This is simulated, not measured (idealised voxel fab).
The name of this process module is voxel self aligned vias.
We display cut, a cross-section 155 nm in width whose square cells are each 5 nm.
We lay out every cross-section as a grid of square cells and spell it out in bands from the top down, where one band means one or more rows of cells.
Band: top height; bottom height; in nm. Then, left to right: material with width in nm, for each material. "throughout": a single material spanning edge to edge. "empty": empty space.
Counting heights begins at 0, where everything beneath is, in the wafer as received, one material. The lowest band has no bottom; it goes on downwards, as "0 -> down" shows.
It should be noted that a width expressed as "30 to 40" varies in equal increments from row to row of cells within the band, taking the value of the first number at the top row and that of the second number at the bottom row.
"left unchanged" means the step left every cell of the cross-section as it was.
In "Sealed internal cavities" the enclosed voids are listed, meaning empty spaces of 8 cells or larger without any opening to the top. The form is width x height at distance, distance from the left edge, units nm.
The remark found on a step's line after its settings is issued by the simulator itself and pertains to that step.
overlay nm: how far to the right of its planned place the mask lay on this masked step (negative: to the left).
Heads up before you read on: it's before/after pairs around one process step each, after side only down to the lowest band that changed, step plus settings under the pair. Pairs can be from different runs of this module, same starting wafer, so only chain a pair onto the one above if its "Pre-step section" entry says so.
**Pre-step section**
	50 -> 40 | SiO2 30, then TiN 5, then W 25, then TiN 5, then SiO2 25, then TiN 5, then W 25, then TiN 5, then SiO2 30
	40 -> 30 | SiO2 30 to 35, then TiN 10 to 5, then W 15, then TiN 10 to 5, then SiO2 25 to 35, then TiN 10 to 5, then W 15, then TiN 10 to 5, then SiO2 30 to 35
	30 -> 25 | SiO2 35, then TiN 25, then SiO2 35, then TiN 25, then SiO2 35
	25 -> 20 | SiO2 35, then TiN 5, then W 15, then TiN 5, then SiO2 35, then TiN 5, then W 15, then TiN 5, then SiO2 35
	20 -> 15 | SiO2 35, then TiN 25, then SiO2 35, then TiN 25, then SiO2 35
	15 -> 5 | SiO2 throughout
	5 -> 0 | SiCN throughout
	0 -> down | Si throughout
	Sealed internal cavities: none
**After the Step**
	55 -> 50 | SiCN throughout
	Whatever lies below 50 is exactly as it was before.
	Sealed internal cavities: none
The structure goes from the before cross-section above to the after cross-section through CONFORMAL_DEP with material SiCN, thk nm 5
**Pre-step section**
	50 -> 40 | W throughout
	40 -> 35 | TiN 40, then W 15, then TiN 45, then W 15, then TiN 40
	35 -> 20 | SiO2 35, then TiN 5, then W 15, then TiN 5, then SiO2 35, then TiN 5, then W 15, then TiN 5, then SiO2 35
	20 -> 15 | SiO2 35, then TiN 25, then SiO2 35, then TiN 25, then SiO2 35
	15 -> 10 | SiCN throughout
	10 -> 0 | SiO2 throughout
	0 -> down | Si throughout
	Sealed internal cavities: none
**After the Step**
	25 -> 20 | SiO2 35, then TiN 5, then W 15, then TiN 5, then SiO2 35, then TiN 5, then W 15, then TiN 5, then SiO2 35
	Whatever lies below 20 is exactly as it was before.
	Sealed internal cavities: none
The structure goes from the before cross-section above to the after cross-section through CMP with height nm 25
Pre-step section: no separate figure, the pair right above already shows it after its step.
**After the Step**
	25 -> 15 | SiO2 35, then empty 25, then SiO2 35, then empty 25, then SiO2 35
	Whatever lies below 15 is exactly as it was before.
	Sealed internal cavities: none
The structure goes from the before cross-section above to the after cross-section through SELECTIVE_ETCH with etch materials W Ru TiN, depth nm 10
Pre-step section: no separate figure, the pair right above already shows it after its step.
**After the Step**
	35 -> 25 | SiN throughout
	25 -> 15 | SiO2 35, then SiN 25, then SiO2 35, then SiN 25, then SiO2 35
	Whatever lies below 15 is exactly as it was before.
	Sealed internal cavities: none
The structure goes from the before cross-section above to the after cross-section through FILL_DEP with material SiN, thk nm 10
Pre-step section: no separate figure, the pair right above already shows it after its step.
**After the Step**
	50 -> 35 | SiO2 throughout
	Whatever lies below 35 is exactly as it was before.
	Sealed internal cavities: none
The structure goes from the before cross-section above to the after cross-section through DIRECTIONAL_DEP with material SiO2, thk nm 15
Pre-step section: no separate figure, the pair right above already shows it after its step.
**After the Step**
	65 -> 50 | resist 30, then empty 35, then resist 25, then empty 35, then resist 30
	Whatever lies below 50 is exactly as it was before.
	Sealed internal cavities: none
The structure goes from the before cross-section above to the after cross-section through PATTERN with tone open, mask id VIAS, material resist, width nm 35, pitch nm 60, thk nm 15, overlay nm 0
Pre-step section: no separate figure, the pair right above already shows it after its step.
**After the Step**
	65 -> 50 | resist 30, then empty 35, then resist 25, then empty 35, then resist 30
	50 -> 35 | SiO2 30, then empty 35, then SiO2 25, then empty 35, then SiO2 30
	Whatever lies below 35 is exactly as it was before.
	Sealed internal cavities: none
The structure goes from the before cross-section above to the after cross-section through DIRECTIONAL_ETCH with etch materials SiO2, depth nm 15
Pre-step section: no separate figure, the pair right above already shows it after its step.
**After the Step**
	65 -> 50 | resist 30, then empty 35, then resist 25, then empty 35, then resist 30
	50 -> 35 | SiO2 30, then empty 35, then SiO2 25, then empty 35, then SiO2 30
	35 -> 25 | SiN 30, then empty 35, then SiN 25, then empty 35, then SiN 30
	Whatever lies below 25 is exactly as it was before.
	Sealed internal cavities: none
The structure goes from the before cross-section above to the after cross-section through DIRECTIONAL_ETCH with etch materials SiN, depth nm 10
Pre-step section: no separate figure, the pair right above already shows it after its step.
**After the Step**
	50 -> 35 | SiO2 30, then empty 35, then SiO2 25, then empty 35, then SiO2 30
	Whatever lies below 35 is exactly as it was before.
	Sealed internal cavities: none
The structure goes from the before cross-section above to the after cross-section through STRIP with etch materials resist
Pre-step section: no separate figure, the pair right above already shows it after its step.
**After the Step**
	55 -> 50 | TiN 35, then empty 25, then TiN 35, then empty 25, then TiN 35
	50 -> 35 | SiO2 30, then TiN 5, then empty 25, then TiN 5, then SiO2 25, then TiN 5, then empty 25, then TiN 5, then SiO2 30
	35 -> 30 | SiN 30, then TiN 5, then empty 25, then TiN 5, then SiN 25, then TiN 5, then empty 25, then TiN 5, then SiN 30
	30 -> 25 | SiN 30, then TiN 35, then SiN 25, then TiN 35, then SiN 30
	Whatever lies below 25 is exactly as it was before.
	Sealed internal cavities: none
The structure goes from the before cross-section above to the after cross-section through CONFORMAL_DEP with material TiN, thk nm 5
Pre-step section: no separate figure, the pair right above already shows it after its step.
**After the Step**
	60 -> 55 | W throughout
	55 -> 50 | TiN 35, then W 25, then TiN 35, then W 25, then TiN 35
	50 -> 35 | SiO2 30, then TiN 5, then W 25, then TiN 5, then SiO2 25, then TiN 5, then W 25, then TiN 5, then SiO2 30
	35 -> 30 | SiN 30, then TiN 5, then W 25, then TiN 5, then SiN 25, then TiN 5, then W 25, then TiN 5, then SiN 30
	Whatever lies below 30 is exactly as it was before.
	Sealed internal cavities: none
The structure goes from the before cross-section above to the after cross-section through FILL_DEP with material W, thk nm 5
Pre-step section: no separate figure, the pair right above already shows it after its step.
**After the Step**
	50 -> 35 | SiO2 30, then TiN 5, then W 25, then TiN 5, then SiO2 25, then TiN 5, then W 25, then TiN 5, then SiO2 30
	Whatever lies below 35 is exactly as it was before.
	Sealed internal cavities: none
The structure goes from the before cross-section above to the after cross-section through CMP with height nm 50
Pre-step section: no separate figure, the pair right above already shows it after its step.
**After the Step**
	55 -> 50 | SiCN throughout
	Whatever lies below 50 is exactly as it was before.
	Sealed internal cavities: none
The structure goes from the before cross-section above to the after cross-section through CONFORMAL_DEP with material SiCN, thk nm 5
**Pre-step section**
	50 -> 35 | aC throughout
	35 -> 15 | SiO2 throughout
	15 -> 10 | SiCN throughout
	10 -> 0 | SiO2 throughout
	0 -> down | Si throughout
	Sealed internal cavities: none
**After the Step**
	85 -> 50 | resist 35, then empty 30, then resist 30, then empty 30, then resist 30
	Whatever lies below 50 is exactly as it was before.
	Sealed internal cavities: none
The structure goes from the before cross-section above to the after cross-section through PATTERN with tone open, mask id LINES, material resist, width nm 30, pitch nm 60, thk nm 35, overlay nm 0
Pre-step section: no separate figure, the pair right above already shows it after its step.
**After the Step**
	70 -> 50 | resist 35, then empty 30, then resist 30, then empty 30, then resist 30
	50 -> 35 | aC 35, then empty 30, then aC 30, then empty 30, then aC 30
	Whatever lies below 35 is exactly as it was before.
	Sealed internal cavities: none
The structure goes from the before cross-section above to the after cross-section through DIRECTIONAL_ETCH with etch materials aC, depth nm 15
Pre-step section: no separate figure, the pair right above already shows it after its step.
**After the Step**
	50 -> 35 | aC 35, then empty 30, then aC 30, then empty 30, then aC 30
	Whatever lies below 35 is exactly as it was before.
	Sealed internal cavities: none
The structure goes from the before cross-section above to the after cross-section through STRIP with etch materials resist
Pre-step section: no separate figure, the pair right above already shows it after its step.
**After the Step**
	50 -> 35 | aC 35, then empty 30, then aC 30, then empty 30, then aC 30
	35 -> 15 | SiO2 35, then empty 30, then SiO2 30, then empty 30, then SiO2 30
	Whatever lies below 15 is exactly as it was before.
	Sealed internal cavities: none
The structure goes from the before cross-section above to the after cross-section through DIRECTIONAL_ETCH with etch materials SiO2, depth nm 20
Pre-step section: no separate figure, the pair right above already shows it after its step.
**After the Step**
	35 -> 15 | SiO2 35, then empty 30, then SiO2 30, then empty 30, then SiO2 30
	Whatever lies below 15 is exactly as it was before.
	Sealed internal cavities: none
The structure goes from the before cross-section above to the after cross-section through STRIP with etch materials aC
Pre-step section: no separate figure, the pair right above already shows it after its step.
**After the Step**
	40 -> 35 | TiN 40, then empty 20, then TiN 40, then empty 20, then TiN 35
	35 -> 20 | SiO2 35, then TiN 5, then empty 20, then TiN 5, then SiO2 30, then TiN 5, then empty 20, then TiN 5, then SiO2 30
	20 -> 15 | SiO2 35, then TiN 30, then SiO2 30, then TiN 30, then SiO2 30
	Whatever lies below 15 is exactly as it was before.
	Sealed internal cavities: none
The structure goes from the before cross-section above to the after cross-section through CONFORMAL_DEP with material TiN, thk nm 5
Pre-step section: no separate figure, the pair right above already shows it after its step.
**After the Step**
	50 -> 40 | W throughout
	40 -> 35 | TiN 40, then W 20, then TiN 40, then W 20, then TiN 35
	35 -> 20 | SiO2 35, then TiN 5, then W 20, then TiN 5, then SiO2 30, then TiN 5, then W 20, then TiN 5, then SiO2 30
	Whatever lies below 20 is exactly as it was before.
	Sealed internal cavities: none
The structure goes from the before cross-section above to the after cross-section through FILL_DEP with material W, thk nm 10
Pre-step section: no separate figure, the pair right above already shows it after its step.
**After the Step**
	35 -> 20 | SiO2 35, then TiN 5, then W 20, then TiN 5, then SiO2 30, then TiN 5, then W 20, then TiN 5, then SiO2 30
	Whatever lies below 20 is exactly as it was before.
	Sealed internal cavities: none
The structure goes from the before cross-section above to the after cross-section through CMP with height nm 35
Pre-step section: no separate figure, the pair right above already shows it after its step.
**After the Step**
	35 -> 25 | SiO2 35, then empty 30, then SiO2 30, then empty 30, then SiO2 30
	Whatever lies below 25 is exactly as it was before.
	Sealed internal cavities: none
The structure goes from the before cross-section above to the after cross-section through SELECTIVE_ETCH with etch materials W Ru TiN, depth nm 10
Pre-step section: no separate figure, the pair right above already shows it after its step.
**After the Step**
	45 -> 35 | SiN throughout
	35 -> 25 | SiO2 35, then SiN 30, then SiO2 30, then SiN 30, then SiO2 30
	Whatever lies below 25 is exactly as it was before.
	Sealed internal cavities: none
The structure goes from the before cross-section above to the after cross-section through FILL_DEP with material SiN, thk nm 10
Pre-step section: no separate figure, the pair right above already shows it after its step.
**After the Step**
	35 -> 25 | SiO2 35, then SiN 30, then SiO2 30, then SiN 30, then SiO2 30
	Whatever lies below 25 is exactly as it was before.
	Sealed internal cavities: none
The structure goes from the before cross-section above to the after cross-section through CMP with height nm 35
Pre-step section: no separate figure, the pair right above already shows it after its step.
**After the Step**
	50 -> 35 | SiO2 throughout
	Whatever lies below 35 is exactly as it was before.
	Sealed internal cavities: none
The structure goes from the before cross-section above to the after cross-section through DIRECTIONAL_DEP with material SiO2, thk nm 15
Pre-step section: no separate figure, the pair right above already shows it after its step.
**After the Step**
	65 -> 50 | resist 30, then empty 35, then resist 25, then empty 35, then resist 30
	Whatever lies below 50 is exactly as it was before.
	Sealed internal cavities: none
The structure goes from the before cross-section above to the after cross-section through PATTERN with tone open, mask id VIAS, material resist, width nm 35, pitch nm 60, thk nm 15, overlay nm 0
Pre-step section: no separate figure, the pair right above already shows it after its step.
**After the Step**
	65 -> 50 | resist 30, then empty 35, then resist 25, then empty 35, then resist 30
	50 -> 35 | SiO2 30, then empty 35, then SiO2 25, then empty 35, then SiO2 30
	Whatever lies below 35 is exactly as it was before.
	Sealed internal cavities: none
The structure goes from the before cross-section above to the after cross-section through DIRECTIONAL_ETCH with etch materials SiO2, depth nm 15
Pre-step section: no separate figure, the pair right above already shows it after its step.
**After the Step**
	65 -> 50 | resist 30, then empty 35, then resist 25, then empty 35, then resist 30
	50 -> 35 | SiO2 30, then empty 35, then SiO2 25, then empty 35, then SiO2 30
	35 -> 25 | SiO2 35, then empty 30, then SiO2 30, then empty 30, then SiO2 30
	Whatever lies below 25 is exactly as it was before.
	Sealed internal cavities: none
The structure goes from the before cross-section above to the after cross-section through DIRECTIONAL_ETCH with etch materials SiN, depth nm 10
Pre-step section: no separate figure, the pair right above already shows it after its step.
**After the Step**
	50 -> 35 | SiO2 30, then empty 35, then SiO2 25, then empty 35, then SiO2 30
	Whatever lies below 35 is exactly as it was before.
	Sealed internal cavities: none
The structure goes from the before cross-section above to the after cross-section through STRIP with etch materials resist
Pre-step section: no separate figure, the pair right above already shows it after its step.
**After the Step**
	55 -> 50 | TiN 35, then empty 25, then TiN 35, then empty 25, then TiN 35
	50 -> 40 | SiO2 30, then TiN 5, then empty 25, then TiN 5, then SiO2 25, then TiN 5, then empty 25, then TiN 5, then SiO2 30
	40 -> 30 | SiO2 30 to 35, then TiN 10 to 5, then empty 20, then TiN 5, then SiO2 25 to 30, then TiN 10 to 5, then empty 20, then TiN 5, then SiO2 30
	30 -> 25 | SiO2 35, then TiN 30, then SiO2 30, then TiN 30, then SiO2 30
	Whatever lies below 25 is exactly as it was before.
	Sealed internal cavities: none
The structure goes from the before cross-section above to the after cross-section through CONFORMAL_DEP with material TiN, thk nm 5
Pre-step section: no separate figure, the pair right above already shows it after its step.
**After the Step**
	60 -> 55 | W throughout
	55 -> 50 | TiN 35, then W 25, then TiN 35, then W 25, then TiN 35
	50 -> 40 | SiO2 30, then TiN 5, then W 25, then TiN 5, then SiO2 25, then TiN 5, then W 25, then TiN 5, then SiO2 30
	40 -> 30 | SiO2 30 to 35, then TiN 10 to 5, then W 20, then TiN 5, then SiO2 25 to 30, then TiN 10 to 5, then W 20, then TiN 5, then SiO2 30
	Whatever lies below 30 is exactly as it was before.
	Sealed internal cavities: none
The structure goes from the before cross-section above to the after cross-section through FILL_DEP with material W, thk nm 5
Pre-step section: no separate figure, the pair right above already shows it after its step.
**After the Step**
	50 -> 40 | SiO2 30, then TiN 5, then W 25, then TiN 5, then SiO2 25, then TiN 5, then W 25, then TiN 5, then SiO2 30
	Whatever lies below 40 is exactly as it was before.
	Sealed internal cavities: none
The structure goes from the before cross-section above to the after cross-section through CMP with height nm 50
Pre-step section: no separate figure, the pair right above already shows it after its step.
**After the Step**
	55 -> 50 | SiCN throughout
	Whatever lies below 50 is exactly as it was before.
	Sealed internal cavities: none
The structure goes from the before cross-section above to the after cross-section through CONFORMAL_DEP with material SiCN, thk nm 5
**Pre-step section**
	50 -> 35 | SiO2 throughout
	35 -> 25 | SiO2 35, then SiN 25, then SiO2 35, then SiN 25, then SiO2 35
	25 -> 20 | SiO2 35, then TiN 5, then W 15, then TiN 5, then SiO2 35, then TiN 5, then W 15, then TiN 5, then SiO2 35
	20 -> 15 | SiO2 35, then TiN 25, then SiO2 35, then TiN 25, then SiO2 35
	15 -> 10 | SiCN throughout
	10 -> 0 | SiO2 throughout
	0 -> down | Si throughout
	Sealed internal cavities: none
**After the Step**
	65 -> 50 | resist 35, then empty 35, then resist 25, then empty 35, then resist 25
	Whatever lies below 50 is exactly as it was before.
	Sealed internal cavities: none
The structure goes from the before cross-section above to the after cross-section through PATTERN with tone open, mask id VIAS, material resist, width nm 35, pitch nm 60, thk nm 15, overlay nm 5
Pre-step section: no separate figure, the pair right above already shows it after its step.
**After the Step**
	65 -> 50 | resist 35, then empty 35, then resist 25, then empty 35, then resist 25
	50 -> 35 | SiO2 35, then empty 35, then SiO2 25, then empty 35, then SiO2 25
	Whatever lies below 35 is exactly as it was before.
	Sealed internal cavities: none
The structure goes from the before cross-section above to the after cross-section through DIRECTIONAL_ETCH with etch materials SiO2, depth nm 15
Pre-step section: no separate figure, the pair right above already shows it after its step.
**After the Step**
	65 -> 50 | resist 35, then empty 35, then resist 25, then empty 35, then resist 25
	50 -> 35 | SiO2 35, then empty 35, then SiO2 25, then empty 35, then SiO2 25
	35 -> 25 | SiO2 35, then empty 25, then SiO2 35, then empty 25, then SiO2 35
	Whatever lies below 25 is exactly as it was before.
	Sealed internal cavities: none
The structure goes from the before cross-section above to the after cross-section through DIRECTIONAL_ETCH with etch materials SiN, depth nm 10
Pre-step section: no separate figure, the pair right above already shows it after its step.
**After the Step**
	50 -> 35 | SiO2 35, then empty 35, then SiO2 25, then empty 35, then SiO2 25
	Whatever lies below 35 is exactly as it was before.
	Sealed internal cavities: none
The structure goes from the before cross-section above to the after cross-section through STRIP with etch materials resist
Pre-step section: no separate figure, the pair right above already shows it after its step.
**After the Step**
	55 -> 50 | TiN 40, then empty 25, then TiN 35, then empty 25, then TiN 30
	50 -> 40 | SiO2 35, then TiN 5, then empty 25, then TiN 5, then SiO2 25, then TiN 5, then empty 25, then TiN 5, then SiO2 25
	40 -> 30 | SiO2 35, then TiN 5, then empty 15, then TiN 15 to 5, then SiO2 25 to 35, then TiN 5, then empty 15, then TiN 15 to 5, then SiO2 25 to 35
	30 -> 25 | SiO2 35, then TiN 25, then SiO2 35, then TiN 25, then SiO2 35
	Whatever lies below 25 is exactly as it was before.
	Sealed internal cavities: none
The structure goes from the before cross-section above to the after cross-section through CONFORMAL_DEP with material TiN, thk nm 5
Pre-step section: no separate figure, the pair right above already shows it after its step.
**After the Step**
	60 -> 55 | W throughout
	55 -> 50 | TiN 40, then W 25, then TiN 35, then W 25, then TiN 30
	50 -> 40 | SiO2 35, then TiN 5, then W 25, then TiN 5, then SiO2 25, then TiN 5, then W 25, then TiN 5, then SiO2 25
	40 -> 30 | SiO2 35, then TiN 5, then W 15, then TiN 15 to 5, then SiO2 25 to 35, then TiN 5, then W 15, then TiN 15 to 5, then SiO2 25 to 35
	Whatever lies below 30 is exactly as it was before.
	Sealed internal cavities: none
The structure goes from the before cross-section above to the after cross-section through FILL_DEP with material W, thk nm 5
Pre-step section: no separate figure, the pair right above already shows it after its step.
**After the Step**
	50 -> 40 | SiO2 35, then TiN 5, then W 25, then TiN 5, then SiO2 25, then TiN 5, then W 25, then TiN 5, then SiO2 25
	Whatever lies below 40 is exactly as it was before.
	Sealed internal cavities: none
The structure goes from the before cross-section above to the after cross-section through CMP with height nm 50
Pre-step section: no separate figure, the pair right above already shows it after its step.
**After the Step**
	55 -> 50 | SiCN throughout
	Whatever lies below 50 is exactly as it was before.
	Sealed internal cavities: none
The structure goes from the before cross-section above to the after cross-section through CONFORMAL_DEP with material SiCN, thk nm 5
**Pre-step section**
	0 -> down | Si throughout
	Sealed internal cavities: none
**After the Step**
	10 -> 0 | Ru throughout
	Whatever lies below 0 is exactly as it was before.
	Sealed internal cavities: none
The structure goes from the before cross-section above to the after cross-section through CONFORMAL_DEP with material Ru, thk nm 10
Pre-step section: no separate figure, the pair right above already shows it after its step.
**After the Step**
	15 -> 10 | SiCN throughout
	Whatever lies below 10 is exactly as it was before.
	Sealed internal cavities: none
The structure goes from the before cross-section above to the after cross-section through CONFORMAL_DEP with material SiCN, thk nm 5
Pre-step section: no separate figure, the pair right above already shows it after its step.
**After the Step**
	35 -> 15 | SiO2 throughout
	Whatever lies below 15 is exactly as it was before.
	Sealed internal cavities: none
The structure goes from the before cross-section above to the after cross-section through DIRECTIONAL_DEP with material SiO2, thk nm 20
Pre-step section: no separate figure, the pair right above already shows it after its step.
**After the Step**
	50 -> 35 | aC throughout
	Whatever lies below 35 is exactly as it was before.
	Sealed internal cavities: none
The structure goes from the before cross-section above to the after cross-section through DIRECTIONAL_DEP with material aC, thk nm 15
Pre-step section: no separate figure, the pair right above already shows it after its step.
**After the Step**
	85 -> 50 | resist 35, then empty 25, then resist 35, then empty 25, then resist 35
	Whatever lies below 50 is exactly as it was before.
	Sealed internal cavities: none
The structure goes from the before cross-section above to the after cross-section through PATTERN with tone open, mask id LINES, material resist, width nm 25, pitch nm 60, thk nm 35, overlay nm 0
Pre-step section: no separate figure, the pair right above already shows it after its step.
**After the Step**
	70 -> 50 | resist 35, then empty 25, then resist 35, then empty 25, then resist 35
	50 -> 35 | aC 35, then empty 25, then aC 35, then empty 25, then aC 35
	Whatever lies below 35 is exactly as it was before.
	Sealed internal cavities: none
The structure goes from the before cross-section above to the after cross-section through DIRECTIONAL_ETCH with etch materials aC, depth nm 15
Pre-step section: no separate figure, the pair right above already shows it after its step.
**After the Step**
	50 -> 35 | aC 35, then empty 25, then aC 35, then empty 25, then aC 35
	Whatever lies below 35 is exactly as it was before.
	Sealed internal cavities: none
The structure goes from the before cross-section above to the after cross-section through STRIP with etch materials resist
Pre-step section: no separate figure, the pair right above already shows it after its step.
**After the Step**
	50 -> 35 | aC 35, then empty 25, then aC 35, then empty 25, then aC 35
	35 -> 15 | SiO2 35, then empty 25, then SiO2 35, then empty 25, then SiO2 35
	Whatever lies below 15 is exactly as it was before.
	Sealed internal cavities: none
The structure goes from the before cross-section above to the after cross-section through DIRECTIONAL_ETCH with etch materials SiO2, depth nm 20
Pre-step section: no separate figure, the pair right above already shows it after its step.
**After the Step**
	35 -> 15 | SiO2 35, then empty 25, then SiO2 35, then empty 25, then SiO2 35
	Whatever lies below 15 is exactly as it was before.
	Sealed internal cavities: none
The structure goes from the before cross-section above to the after cross-section through STRIP with etch materials aC
Pre-step section: no separate figure, the pair right above already shows it after its step.
**After the Step**
	40 -> 35 | TiN 40, then empty 15, then TiN 45, then empty 15, then TiN 40
	35 -> 20 | SiO2 35, then TiN 5, then empty 15, then TiN 5, then SiO2 35, then TiN 5, then empty 15, then TiN 5, then SiO2 35
	20 -> 15 | SiO2 35, then TiN 25, then SiO2 35, then TiN 25, then SiO2 35
	Whatever lies below 15 is exactly as it was before.
	Sealed internal cavities: none
The structure goes from the before cross-section above to the after cross-section through CONFORMAL_DEP with material TiN, thk nm 5
Pre-step section: no separate figure, the pair right above already shows it after its step.
**After the Step**
	50 -> 40 | W throughout
	40 -> 35 | TiN 40, then W 15, then TiN 45, then W 15, then TiN 40
	35 -> 20 | SiO2 35, then TiN 5, then W 15, then TiN 5, then SiO2 35, then TiN 5, then W 15, then TiN 5, then SiO2 35
	Whatever lies below 20 is exactly as it was before.
	Sealed internal cavities: none
The structure goes from the before cross-section above to the after cross-section through FILL_DEP with material W, thk nm 10
Pre-step section: no separate figure, the pair right above already shows it after its step.
**After the Step**
	35 -> 20 | SiO2 35, then TiN 5, then W 15, then TiN 5, then SiO2 35, then TiN 5, then W 15, then TiN 5, then SiO2 35
	Whatever lies below 20 is exactly as it was before.
	Sealed internal cavities: none
The structure goes from the before cross-section above to the after cross-section through CMP with height nm 35
Pre-step section: no separate figure, the pair right above already shows it after its step.
**After the Step**
	35 -> 25 | SiO2 35, then empty 25, then SiO2 35, then empty 25, then SiO2 35
	Whatever lies below 25 is exactly as it was before.
	Sealed internal cavities: none
The structure goes from the before cross-section above to the after cross-section through SELECTIVE_ETCH with etch materials W Ru TiN, depth nm 10
Pre-step section: no separate figure, the pair right above already shows it after its step.
**After the Step**
	45 -> 35 | SiN throughout
	35 -> 25 | SiO2 35, then SiN 25, then SiO2 35, then SiN 25, then SiO2 35
	Whatever lies below 25 is exactly as it was before.
	Sealed internal cavities: none
The structure goes from the before cross-section above to the after cross-section through FILL_DEP with material SiN, thk nm 10
Pre-step section: no separate figure, the pair right above already shows it after its step.
**After the Step**
	35 -> 25 | SiO2 35, then SiN 25, then SiO2 35, then SiN 25, then SiO2 35
	Whatever lies below 25 is exactly as it was before.
	Sealed internal cavities: none
The structure goes from the before cross-section above to the after cross-section through CMP with height nm 35
Pre-step section: no separate figure, the pair right above already shows it after its step.
**After the Step**
	50 -> 35 | SiO2 throughout
	Whatever lies below 35 is exactly as it was before.
	Sealed internal cavities: none
The structure goes from the before cross-section above to the after cross-section through DIRECTIONAL_DEP with material SiO2, thk nm 15
Pre-step section: no separate figure, the pair right above already shows it after its step.
**After the Step**
	65 -> 50 | resist 30, then empty 35, then resist 25, then empty 35, then resist 30
	Whatever lies below 50 is exactly as it was before.
	Sealed internal cavities: none
The structure goes from the before cross-section above to the after cross-section through PATTERN with tone open, mask id VIAS, material resist, width nm 35, pitch nm 60, thk nm 15, overlay nm 0
Pre-step section: no separate figure, the pair right above already shows it after its step.
**After the Step**
	65 -> 50 | resist 30, then empty 35, then resist 25, then empty 35, then resist 30
	50 -> 35 | SiO2 30, then empty 35, then SiO2 25, then empty 35, then SiO2 30
	Whatever lies below 35 is exactly as it was before.
	Sealed internal cavities: none
The structure goes from the before cross-section above to the after cross-section through DIRECTIONAL_ETCH with etch materials SiO2, depth nm 15
Pre-step section: no separate figure, the pair right above already shows it after its step.
**After the Step**
	65 -> 50 | resist 30, then empty 35, then resist 25, then empty 35, then resist 30
	50 -> 35 | SiO2 30, then empty 35, then SiO2 25, then empty 35, then SiO2 30
	35 -> 25 | SiO2 35, then empty 25, then SiO2 35, then empty 25, then SiO2 35
	Whatever lies below 25 is exactly as it was before.
	Sealed internal cavities: none
The structure goes from the before cross-section above to the after cross-section through DIRECTIONAL_ETCH with etch materials SiN, depth nm 10
Pre-step section: no separate figure, the pair right above already shows it after its step.
**After the Step**
	50 -> 35 | SiO2 30, then empty 35, then SiO2 25, then empty 35, then SiO2 30
	Whatever lies below 35 is exactly as it was before.
	Sealed internal cavities: none
The structure goes from the before cross-section above to the after cross-section through STRIP with etch materials resist
Pre-step section: no separate figure, the pair right above already shows it after its step.
**After the Step**
	55 -> 50 | TiN 35, then empty 25, then TiN 35, then empty 25, then TiN 35
	50 -> 40 | SiO2 30, then TiN 5, then empty 25, then TiN 5, then SiO2 25, then TiN 5, then empty 25, then TiN 5, then SiO2 30
	40 -> 30 | SiO2 30 to 35, then TiN 10 to 5, then empty 15, then TiN 10 to 5, then SiO2 25 to 35, then TiN 10 to 5, then empty 15, then TiN 10 to 5, then SiO2 30 to 35
	30 -> 25 | SiO2 35, then TiN 25, then SiO2 35, then TiN 25, then SiO2 35
	Whatever lies below 25 is exactly as it was before.
	Sealed internal cavities: none
The structure goes from the before cross-section above to the after cross-section through CONFORMAL_DEP with material TiN, thk nm 5
Pre-step section: no separate figure, the pair right above already shows it after its step.
**After the Step**
	60 -> 55 | W throughout
	55 -> 50 | TiN 35, then W 25, then TiN 35, then W 25, then TiN 35
	50 -> 40 | SiO2 30, then TiN 5, then W 25, then TiN 5, then SiO2 25, then TiN 5, then W 25, then TiN 5, then SiO2 30
	40 -> 30 | SiO2 30 to 35, then TiN 10 to 5, then W 15, then TiN 10 to 5, then SiO2 25 to 35, then TiN 10 to 5, then W 15, then TiN 10 to 5, then SiO2 30 to 35
	Whatever lies below 30 is exactly as it was before.
	Sealed internal cavities: none
The structure goes from the before cross-section above to the after cross-section through FILL_DEP with material W, thk nm 5
Pre-step section: no separate figure, the pair right above already shows it after its step.
**After the Step**
	50 -> 40 | SiO2 30, then TiN 5, then W 25, then TiN 5, then SiO2 25, then TiN 5, then W 25, then TiN 5, then SiO2 30
	Whatever lies below 40 is exactly as it was before.
	Sealed internal cavities: none
The structure goes from the before cross-section above to the after cross-section through CMP with height nm 50
Pre-step section: no separate figure, the pair right above already shows it after its step.
**After the Step**
	55 -> 50 | SiCN throughout
	Whatever lies below 50 is exactly as it was before.
	Sealed internal cavities: none
The structure goes from the before cross-section above to the after cross-section through CONFORMAL_DEP with material SiCN, thk nm 5
**Pre-step section**
	50 -> 35 | aC throughout
	35 -> 15 | SiO2 throughout
	15 -> 10 | SiCN throughout
	10 -> 0 | SiO2 throughout
	0 -> down | Si throughout
	Sealed internal cavities: none
**After the Step**
	85 -> 50 | empty 35, then resist 25, then empty 35, then resist 25, then empty 35
	Whatever lies below 50 is exactly as it was before.
	Sealed internal cavities: none
The structure goes from the before cross-section above to the after cross-section through PATTERN with tone cover, mask id LINES, material resist, width nm 25, pitch nm 60, thk nm 35, overlay nm 0
Pre-step section: no separate figure, the pair right above already shows it after its step.
**After the Step**
	70 -> 50 | empty 35, then resist 25, then empty 35, then resist 25, then empty 35
	50 -> 35 | empty 35, then aC 25, then empty 35, then aC 25, then empty 35
	Whatever lies below 35 is exactly as it was before.
	Sealed internal cavities: none
The structure goes from the before cross-section above to the after cross-section through DIRECTIONAL_ETCH with etch materials aC, depth nm 15
Pre-step section: no separate figure, the pair right above already shows it after its step.
**After the Step**
	50 -> 35 | empty 35, then aC 25, then empty 35, then aC 25, then empty 35
	Whatever lies below 35 is exactly as it was before.
	Sealed internal cavities: none
The structure goes from the before cross-section above to the after cross-section through STRIP with etch materials resist
Pre-step section: no separate figure, the pair right above already shows it after its step.
**After the Step**
	50 -> 35 | empty 35, then aC 25, then empty 35, then aC 25, then empty 35
	35 -> 15 | empty 35, then SiO2 25, then empty 35, then SiO2 25, then empty 35
	Whatever lies below 15 is exactly as it was before.
	Sealed internal cavities: none
The structure goes from the before cross-section above to the after cross-section through DIRECTIONAL_ETCH with etch materials SiO2, depth nm 20
Pre-step section: no separate figure, the pair right above already shows it after its step.
**After the Step**
	35 -> 15 | empty 35, then SiO2 25, then empty 35, then SiO2 25, then empty 35
	Whatever lies below 15 is exactly as it was before.
	Sealed internal cavities: none
The structure goes from the before cross-section above to the after cross-section through STRIP with etch materials aC
Pre-step section: no separate figure, the pair right above already shows it after its step.
**After the Step**
	40 -> 35 | empty 30, then TiN 35, then empty 25, then TiN 35, then empty 30
	35 -> 20 | empty 30, then TiN 5, then SiO2 25, then TiN 5, then empty 25, then TiN 5, then SiO2 25, then TiN 5, then empty 30
	20 -> 15 | TiN 35, then SiO2 25, then TiN 35, then SiO2 25, then TiN 35
	Whatever lies below 15 is exactly as it was before.
	Sealed internal cavities: none
The structure goes from the before cross-section above to the after cross-section through CONFORMAL_DEP with material TiN, thk nm 5
